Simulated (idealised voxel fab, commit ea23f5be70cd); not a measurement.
The following process module bears the name voxel transistor to metal.
Cross-section cut spans 210 nm and uses square cells 5 nm in size.
Heads up, the way a cross-section reads in here is a grid of square cells, handed over as bands from the top down, with every band being one or more rows of cells.
This entry defines a band. It first specifies the height of the band's top and the height of its bottom in nm, and then specifies the band's materials from left to right, stating each material with its width in nm. The word "edge to edge" identifies a single material that fills the band from edge to edge, while the word "empty" identifies empty space.
Counting heights begins at 0, where everything beneath is, in the wafer as received, one material. The lowest band has no bottom; it goes on downwards, as "0..down" shows.
The width entry "30..40" should be interpreted row by row: the top row of cells in the band takes the first number, the bottom row takes the second number, and the change between adjacent rows is uniform throughout.
Any step labelled "no alteration" changed none of the cells in the cross-section.
The list in "Closed voids list" covers empty spaces of 8 cells or more that cannot reach the top through any open way, and it gives each as width x height at distance; the distance is from the left edge, and width, height and distance are in nm.
Heads up: the bit after the settings on a step's line is the simulator's remark on that step.
overlay nm: how far to the right of its planned place the mask lay on this masked step (negative: to the left).

# Steps in the process plan
1 RECEIVE with material Si
2 CONFORMAL_DEP with material SiO2, thk nm 5
3 CONFORMAL_DEP with material SiN, thk nm 10
4 DIRECTIONAL_DEP with material aC, thk nm 10
5 PATTERN with tone cover, mask id ACTIVE, material resist, width nm 105, thk nm 25, overlay nm 0
6 DIRECTIONAL_ETCH with etch materials aC, depth nm 10
7 STRIP with etch materials resist
8 DIRECTIONAL_ETCH with etch materials SiN, depth nm 10
9 DIRECTIONAL_ETCH with etch materials SiO2, depth nm 5
10 DIRECTIONAL_ETCH with etch materials Si, depth nm 30
11 STRIP with etch materials aC
12 FILL_DEP with material SiO2, thk nm 15
13 CMP with height nm 15
14 SELECTIVE_ETCH with etch materials SiO2, depth nm 5
15 STRIP with etch materials SiN
16 SELECTIVE_ETCH with etch materials SiO2, depth nm 5
17 OXIDIZE with depth nm 5
18 DIRECTIONAL_DEP with material polySi, thk nm 20
19 DIRECTIONAL_DEP with material SiCN, thk nm 10
20 DIRECTIONAL_DEP with material aC, thk nm 10
21 PATTERN with tone cover, mask id GATE, material resist, width nm 15, thk nm 30, overlay nm 0
22 DIRECTIONAL_ETCH with etch materials aC, depth nm 10
23 STRIP with etch materials resist
24 DIRECTIONAL_ETCH with etch materials SiCN, depth nm 20
25 DIRECTIONAL_ETCH with etch materials polySi, depth nm 30
26 STRIP with etch materials aC
27 CONFORMAL_DEP with material SiN, thk nm 5
28 DIRECTIONAL_ETCH with etch materials SiN, depth nm 5
29 DIRECTIONAL_ETCH with etch materials SiO2, depth nm 5
30 EPI with material pSi, thk nm 5
31 FILL_DEP with material SiO2, thk nm 10
32 CMP with height nm 30
33 DIRECTIONAL_DEP with material SiO2, thk nm 15
34 PATTERN with tone open, mask id CONTACT, material resist, width nm 30, pitch nm 55, thk nm 20, overlay nm 0
35 DIRECTIONAL_ETCH with etch materials SiO2, depth nm 45
36 STRIP with etch materials resist
37 CONFORMAL_DEP with material TiN, thk nm 5
38 FILL_DEP with material W, thk nm 5
39 CMP with height nm 45
40 DIRECTIONAL_DEP with material TiN, thk nm 5
41 DIRECTIONAL_DEP with material W, thk nm 25
42 DIRECTIONAL_DEP with material aC, thk nm 15
43 PATTERN with tone cover, mask id METAL_1, material resist, width nm 15, pitch nm 70, thk nm 35, overlay nm 0
44 DIRECTIONAL_ETCH with etch materials aC, depth nm 15
45 STRIP with etch materials resist
46 DIRECTIONAL_ETCH with etch materials W, depth nm 25
47 DIRECTIONAL_ETCH with etch materials TiN, depth nm 5
48 STRIP with etch materials aC
49 FILL_DEP with material SiO2, thk nm 10
50 CMP with height nm 75
51 CONFORMAL_DEP with material SiN, thk nm 5

# The first of two wafers, run as planned

# Received-state cross-section, reflecting completion of step 1
- 0..down | Si edge to edge
- Closed voids list: none

# How the wafer stands in section after step 2
- 5..0 | SiO2 edge to edge
- Rest of section, below 0: as before.

# How the wafer stands in section after step 3
- 15..5 | SiN edge to edge
- Rest of section, below 5: as before.

# How the wafer stands in section after step 4
- 25..15 | aC edge to edge
- Rest of section, below 15: as before.

# How the wafer stands in section after step 5
- 50..25 | empty (50), then resist (105), then empty (55)
- Rest of section, below 25: as before.

# How the wafer stands in section after step 6
- 40..25 | empty (50), then resist (105), then empty (55)
- 25..15 | empty (50), then aC (105), then empty (55)
- Rest of section, below 15: as before.

# How the wafer stands in section after step 7
- 25..15 | empty (50), then aC (105), then empty (55)
- Rest of section, below 15: as before.

# How the wafer stands in section after step 8
- 25..15 | empty (50), then aC (105), then empty (55)
- 15..5 | empty (50), then SiN (105), then empty (55)
- Rest of section, below 5: as before.

# How the wafer stands in section after step 9
- 25..15 | empty (50), then aC (105), then empty (55)
- 15..5 | empty (50), then SiN (105), then empty (55)
- 5..0 | empty (50), then SiO2 (105), then empty (55)
- Rest of section, below 0: as before.

# How the wafer stands in section after step 10
- 25..15 | empty (50), then aC (105), then empty (55)
- 15..5 | empty (50), then SiN (105), then empty (55)
- 5..0 | empty (50), then SiO2 (105), then empty (55)
- 0..-30 | empty (50), then Si (105), then empty (55)
- Rest of section, below -30: as before.

# How the wafer stands in section after step 11
- 15..5 | empty (50), then SiN (105), then empty (55)
- Rest of section, below 5: as before.

# How the wafer stands in section after step 12
- 30..15 | SiO2 edge to edge
- 15..5 | SiO2 (50), then SiN (105), then SiO2 (55)
- 5..0 | SiO2 edge to edge
- 0..-30 | SiO2 (50), then Si (105), then SiO2 (55)
- Rest of section, below -30: as before.

# How the wafer stands in section after step 13
- 15..5 | SiO2 (50), then SiN (105), then SiO2 (55)
- Rest of section, below 5: as before.

# How the wafer stands in section after step 14
- 15..10 | empty (50), then SiN (105), then empty (55)
- Rest of section, below 10: as before.

# How the wafer stands in section after step 15
- 10..5 | SiO2 (50), then empty (105), then SiO2 (55)
- Rest of section, below 5: as before.

# How the wafer stands in section after step 16
- 5..0 | SiO2 (45), then empty (115), then SiO2 (50)
- Rest of section, below 0: as before.

# How the wafer stands in section after step 17
- 5..0 | SiO2 (45), then empty (115), then SiO2 (50)
- 0..-5 | SiO2 edge to edge
- Rest of section, below -5: as before.

# How the wafer stands in section after step 18
- 25..20 | polySi (45), then empty (115), then polySi (50)
- 20..5 | polySi edge to edge
- 5..0 | SiO2 (45), then polySi (115), then SiO2 (50)
- Rest of section, below 0: as before.

# How the wafer stands in section after step 19
- 35..30 | SiCN (45), then empty (115), then SiCN (50)
- 30..25 | SiCN edge to edge
- 25..20 | polySi (45), then SiCN (115), then polySi (50)
- Rest of section, below 20: as before.

# How the wafer stands in section after step 20
- 45..40 | aC (45), then empty (115), then aC (50)
- 40..35 | aC edge to edge
- 35..30 | SiCN (45), then aC (115), then SiCN (50)
- Rest of section, below 30: as before.

# How the wafer stands in section after step 21
- 75..45 | empty (95), then resist (15), then empty (100)
- 45..40 | aC (45), then empty (50), then resist (15), then empty (50), then aC (50)
- Rest of section, below 40: as before.

# How the wafer stands in section after step 22
- 65..40 | empty (95), then resist (15), then empty (100)
- 40..35 | empty (95), then aC (15), then empty (100)
- 35..30 | SiCN (45), then empty (50), then aC (15), then empty (50), then SiCN (50)
- Rest of section, below 30: as before.

# How the wafer stands in section after step 23
- 40..35 | empty (95), then aC (15), then empty (100)
- Rest of section, below 35: as before.

# How the wafer stands in section after step 24
- 40..30 | empty (95), then aC (15), then empty (100)
- 30..25 | empty (95), then SiCN (15), then empty (100)
- 25..20 | polySi (45), then empty (50), then SiCN (15), then empty (50), then polySi (50)
- Rest of section, below 20: as before.

# How the wafer stands in section after step 25
- 40..30 | empty (95), then aC (15), then empty (100)
- 30..20 | empty (95), then SiCN (15), then empty (100)
- 20..5 | empty (95), then polySi (15), then empty (100)
- 5..0 | SiO2 (45), then empty (50), then polySi (15), then empty (50), then SiO2 (50)
- Rest of section, below 0: as before.

# How the wafer stands in section after step 26
- 30..20 | empty (95), then SiCN (15), then empty (100)
- Rest of section, below 20: as before.

# How the wafer stands in section after step 27
- 35..30 | empty (90), then SiN (25), then empty (95)
- 30..20 | empty (90), then SiN (5), then SiCN (15), then SiN (5), then empty (95)
- 20..10 | empty (90), then SiN (5), then polySi (15), then SiN (5), then empty (95)
- 10..5 | SiN (50), then empty (40), then SiN (5), then polySi (15), then SiN (5), then empty (40), then SiN (55)
- 5..0 | SiO2 (45), then SiN (50), then polySi (15), then SiN (50), then SiO2 (50)
- Rest of section, below 0: as before.

# How the wafer stands in section after step 28
- 30..20 | empty (90), then SiN (5), then SiCN (15), then SiN (5), then empty (95)
- 20..5 | empty (90), then SiN (5), then polySi (15), then SiN (5), then empty (95)
- 5..0 | SiO2 (45), then SiN (5), then empty (40), then SiN (5), then polySi (15), then SiN (5), then empty (40), then SiN (5), then SiO2 (50)
- Rest of section, below 0: as before.

# How the wafer stands in section after step 29
- 30..20 | empty (90), then SiN (5), then SiCN (15), then SiN (5), then empty (95)
- 20..5 | empty (90), then SiN (5), then polySi (15), then SiN (5), then empty (95)
- 5..0 | empty (45), then SiN (5), then empty (40), then SiN (5), then polySi (15), then SiN (5), then empty (40), then SiN (5), then empty (50)
- 0..-5 | SiO2 (50), then empty (40), then SiO2 (25), then empty (40), then SiO2 (55)
- Rest of section, below -5: as before.

# How the wafer stands in section after step 30
- 30..20 | empty (90), then SiN (5), then SiCN (15), then SiN (5), then empty (95)
- 20..5 | empty (90), then SiN (5), then polySi (15), then SiN (5), then empty (95)
- 5..0 | empty (45), then SiN (5), then empty (40), then SiN (5), then polySi (15), then SiN (5), then empty (40), then SiN (5), then empty (50)
- 0..-5 | SiO2 (50), then pSi (40), then SiO2 (25), then pSi (40), then SiO2 (55)
- Rest of section, below -5: as before.

# How the wafer stands in section after step 31
- 40..30 | SiO2 edge to edge
- 30..20 | SiO2 (90), then SiN (5), then SiCN (15), then SiN (5), then SiO2 (95)
- 20..5 | SiO2 (90), then SiN (5), then polySi (15), then SiN (5), then SiO2 (95)
- 5..0 | SiO2 (45), then SiN (5), then SiO2 (40), then SiN (5), then polySi (15), then SiN (5), then SiO2 (40), then SiN (5), then SiO2 (50)
- Rest of section, below 0: as before.

# How the wafer stands in section after step 32
- 30..20 | SiO2 (90), then SiN (5), then SiCN (15), then SiN (5), then SiO2 (95)
- Rest of section, below 20: as before.

# How the wafer stands in section after step 33
- 45..30 | SiO2 edge to edge
- Rest of section, below 30: as before.

# How the wafer stands in section after step 34
- 65..45 | resist (60), then empty (30), then resist (25), then empty (30), then resist (65)
- Rest of section, below 45: as before.

# How the wafer stands in section after step 35
- 65..45 | resist (60), then empty (30), then resist (25), then empty (30), then resist (65)
- 45..30 | SiO2 (60), then empty (30), then SiO2 (25), then empty (30), then SiO2 (65)
- 30..20 | SiO2 (60), then empty (30), then SiN (5), then SiCN (15), then SiN (5), then empty (30), then SiO2 (65)
- 20..5 | SiO2 (60), then empty (30), then SiN (5), then polySi (15), then SiN (5), then empty (30), then SiO2 (65)
- 5..0 | SiO2 (45), then SiN (5), then SiO2 (10), then empty (30), then SiN (5), then polySi (15), then SiN (5), then empty (30), then SiO2 (10), then SiN (5), then SiO2 (50)
- Rest of section, below 0: as before.

# How the wafer stands in section after step 36
- 45..30 | SiO2 (60), then empty (30), then SiO2 (25), then empty (30), then SiO2 (65)
- Rest of section, below 30: as before.

# How the wafer stands in section after step 37
- 50..45 | TiN (65), then empty (20), then TiN (35), then empty (20), then TiN (70)
- 45..30 | SiO2 (60), then TiN (5), then empty (20), then TiN (5), then SiO2 (25), then TiN (5), then empty (20), then TiN (5), then SiO2 (65)
- 30..20 | SiO2 (60), then TiN (5), then empty (20), then TiN (5), then SiN (5), then SiCN (15), then SiN (5), then TiN (5), then empty (20), then TiN (5), then SiO2 (65)
- 20..5 | SiO2 (60), then TiN (5), then empty (20), then TiN (5), then SiN (5), then polySi (15), then SiN (5), then TiN (5), then empty (20), then TiN (5), then SiO2 (65)
- 5..0 | SiO2 (45), then SiN (5), then SiO2 (10), then TiN (30), then SiN (5), then polySi (15), then SiN (5), then TiN (30), then SiO2 (10), then SiN (5), then SiO2 (50)
- Rest of section, below 0: as before.

# How the wafer stands in section after step 38
- 55..50 | W edge to edge
- 50..45 | TiN (65), then W (20), then TiN (35), then W (20), then TiN (70)
- 45..30 | SiO2 (60), then TiN (5), then W (20), then TiN (5), then SiO2 (25), then TiN (5), then W (20), then TiN (5), then SiO2 (65)
- 30..20 | SiO2 (60), then TiN (5), then W (20), then TiN (5), then SiN (5), then SiCN (15), then SiN (5), then TiN (5), then W (20), then TiN (5), then SiO2 (65)
- 20..5 | SiO2 (60), then TiN (5), then W (20), then TiN (5), then SiN (5), then polySi (15), then SiN (5), then TiN (5), then W (20), then TiN (5), then SiO2 (65)
- Rest of section, below 5: as before.

# How the wafer stands in section after step 39
- 45..30 | SiO2 (60), then TiN (5), then W (20), then TiN (5), then SiO2 (25), then TiN (5), then W (20), then TiN (5), then SiO2 (65)
- Rest of section, below 30: as before.

# How the wafer stands in section after step 40
- 50..45 | TiN edge to edge
- Rest of section, below 45: as before.

# How the wafer stands in section after step 41
- 75..50 | W edge to edge
- Rest of section, below 50: as before.

# How the wafer stands in section after step 42
- 90..75 | aC edge to edge
- Rest of section, below 75: as before.

# How the wafer stands in section after step 43
- 125..90 | empty (60), then resist (15), then empty (55), then resist (15), then empty (65)
- Rest of section, below 90: as before.

# How the wafer stands in section after step 44
- 110..90 | empty (60), then resist (15), then empty (55), then resist (15), then empty (65)
- 90..75 | empty (60), then aC (15), then empty (55), then aC (15), then empty (65)
- Rest of section, below 75: as before.

# How the wafer stands in section after step 45
- 90..75 | empty (60), then aC (15), then empty (55), then aC (15), then empty (65)
- Rest of section, below 75: as before.

# How the wafer stands in section after step 46
- 90..75 | empty (60), then aC (15), then empty (55), then aC (15), then empty (65)
- 75..50 | empty (60), then W (15), then empty (55), then W (15), then empty (65)
- Rest of section, below 50: as before.

# How the wafer stands in section after step 47
- 90..75 | empty (60), then aC (15), then empty (55), then aC (15), then empty (65)
- 75..50 | empty (60), then W (15), then empty (55), then W (15), then empty (65)
- 50..45 | empty (60), then TiN (15), then empty (55), then TiN (15), then empty (65)
- Rest of section, below 45: as before.

# How the wafer stands in section after step 48
- 75..50 | empty (60), then W (15), then empty (55), then W (15), then empty (65)
- Rest of section, below 50: as before.

# How the wafer stands in section after step 49
- 85..75 | SiO2 edge to edge
- 75..50 | SiO2 (60), then W (15), then SiO2 (55), then W (15), then SiO2 (65)
- 50..45 | SiO2 (60), then TiN (15), then SiO2 (55), then TiN (15), then SiO2 (65)
- Rest of section, below 45: as before.

# How the wafer stands in section after step 50
- 75..50 | SiO2 (60), then W (15), then SiO2 (55), then W (15), then SiO2 (65)
- Rest of section, below 50: as before.

# How the wafer stands in section after step 51
- 80..75 | SiN edge to edge
- Rest of section, below 75: as before.

# Wafer two of two - same starting point, same process plan, one mistake in execution; matches wafer one up to and including step 33

# The second wafer cut through, at the time step 34 was supposed to be finished
- 65..45 | resist (65), then empty (30), then resist (25), then empty (30), then resist (60)
- Rest of section, below 45: as before.

# The second wafer cut through, at the time step 35 was supposed to be finished
- 65..45 | resist (65), then empty (30), then resist (25), then empty (30), then resist (60)
- 45..30 | SiO2 (65), then empty (30), then SiO2 (25), then empty (30), then SiO2 (60)
- 30..20 | SiO2 (65), then empty (25), then SiN (5), then SiCN (15), then SiN (5), then SiO2 (5), then empty (30), then SiO2 (60)
- 20..5 | SiO2 (65), then empty (25), then SiN (5), then polySi (15), then SiN (5), then SiO2 (5), then empty (30), then SiO2 (60)
- 5..0 | SiO2 (45), then SiN (5), then SiO2 (15), then empty (25), then SiN (5), then polySi (15), then SiN (5), then SiO2 (5), then empty (30), then SiO2 (5), then SiN (5), then SiO2 (50)
- Rest of section, below 0: as before.

# The second wafer cut through, at the time step 36 was supposed to be finished
- 45..30 | SiO2 (65), then empty (30), then SiO2 (25), then empty (30), then SiO2 (60)
- Rest of section, below 30: as before.

# The second wafer cut through, at the time step 37 was supposed to be finished
- 50..45 | TiN (70), then empty (20), then TiN (35), then empty (20), then TiN (65)
- 45..35 | SiO2 (65), then TiN (5), then empty (20), then TiN (5), then SiO2 (25), then TiN (5), then empty (20), then TiN (5), then SiO2 (60)
- 35..30 | SiO2 (65), then TiN (5), then empty (15), then TiN (10), then SiO2 (25), then TiN (5), then empty (20), then TiN (5), then SiO2 (60)
- 30..20 | SiO2 (65), then TiN (5), then empty (15), then TiN (5), then SiN (5), then SiCN (15), then SiN (5), then SiO2 (5), then TiN (5), then empty (20), then TiN (5), then SiO2 (60)
- 20..5 | SiO2 (65), then TiN (5), then empty (15), then TiN (5), then SiN (5), then polySi (15), then SiN (5), then SiO2 (5), then TiN (5), then empty (20), then TiN (5), then SiO2 (60)
- 5..0 | SiO2 (45), then SiN (5), then SiO2 (15), then TiN (25), then SiN (5), then polySi (15), then SiN (5), then SiO2 (5), then TiN (30), then SiO2 (5), then SiN (5), then SiO2 (50)
- Rest of section, below 0: as before.

# The second wafer cut through, at the time step 38 was supposed to be finished
- 55..50 | W edge to edge
- 50..45 | TiN (70), then W (20), then TiN (35), then W (20), then TiN (65)
- 45..35 | SiO2 (65), then TiN (5), then W (20), then TiN (5), then SiO2 (25), then TiN (5), then W (20), then TiN (5), then SiO2 (60)
- 35..30 | SiO2 (65), then TiN (5), then W (15), then TiN (10), then SiO2 (25), then TiN (5), then W (20), then TiN (5), then SiO2 (60)
- 30..20 | SiO2 (65), then TiN (5), then W (15), then TiN (5), then SiN (5), then SiCN (15), then SiN (5), then SiO2 (5), then TiN (5), then W (20), then TiN (5), then SiO2 (60)
- 20..5 | SiO2 (65), then TiN (5), then W (15), then TiN (5), then SiN (5), then polySi (15), then SiN (5), then SiO2 (5), then TiN (5), then W (20), then TiN (5), then SiO2 (60)
- Rest of section, below 5: as before.

# The second wafer cut through, at the time step 39 was supposed to be finished
- 45..35 | SiO2 (65), then TiN (5), then W (20), then TiN (5), then SiO2 (25), then TiN (5), then W (20), then TiN (5), then SiO2 (60)
- Rest of section, below 35: as before.

# The second wafer cut through, at the time step 40 was supposed to be finished
- 50..45 | TiN edge to edge
- Rest of section, below 45: as before.

# The second wafer cut through, at the time step 41 was supposed to be finished
- 75..50 | W edge to edge
- Rest of section, below 50: as before.

# The second wafer cut through, at the time step 42 was supposed to be finished
- 90..75 | aC edge to edge
- Rest of section, below 75: as before.

# The second wafer cut through, at the time step 43 was supposed to be finished
- 125..90 | empty (60), then resist (15), then empty (55), then resist (15), then empty (65)
- Rest of section, below 90: as before.

# The second wafer cut through, at the time step 44 was supposed to be finished
- 110..90 | empty (60), then resist (15), then empty (55), then resist (15), then empty (65)
- 90..75 | empty (60), then aC (15), then empty (55), then aC (15), then empty (65)
- Rest of section, below 75: as before.

# The second wafer cut through, at the time step 45 was supposed to be finished
- 90..75 | empty (60), then aC (15), then empty (55), then aC (15), then empty (65)
- Rest of section, below 75: as before.

# The second wafer cut through, at the time step 46 was supposed to be finished
- 90..75 | empty (60), then aC (15), then empty (55), then aC (15), then empty (65)
- 75..50 | empty (60), then W (15), then empty (55), then W (15), then empty (65)
- Rest of section, below 50: as before.

# The second wafer cut through, at the time step 47 was supposed to be finished
- 90..75 | empty (60), then aC (15), then empty (55), then aC (15), then empty (65)
- 75..50 | empty (60), then W (15), then empty (55), then W (15), then empty (65)
- 50..45 | empty (60), then TiN (15), then empty (55), then TiN (15), then empty (65)
- Rest of section, below 45: as before.

# The second wafer cut through, at the time step 48 was supposed to be finished
- 75..50 | empty (60), then W (15), then empty (55), then W (15), then empty (65)
- Rest of section, below 50: as before.

# The second wafer cut through, at the time step 49 was supposed to be finished
- 85..75 | SiO2 edge to edge
- 75..50 | SiO2 (60), then W (15), then SiO2 (55), then W (15), then SiO2 (65)
- 50..45 | SiO2 (60), then TiN (15), then SiO2 (55), then TiN (15), then SiO2 (65)
- Rest of section, below 45: as before.

# The second wafer cut through, at the time step 50 was supposed to be finished
- 75..50 | SiO2 (60), then W (15), then SiO2 (55), then W (15), then SiO2 (65)
- Rest of section, below 50: as before.

# The second wafer cut through, at the time step 51 was supposed to be finished
- 80..75 | SiN edge to edge
- Rest of section, below 75: as before.
In executing the process, a mistake was made relative to the plan: step 34 went in with a setting other than planned; the actual run was PATTERN with tone open, mask id CONTACT, material resist, width nm 30, pitch nm 55, thk nm 20, overlay nm 5
at the end the second wafer has, in cells: SiO2 +6; W -6
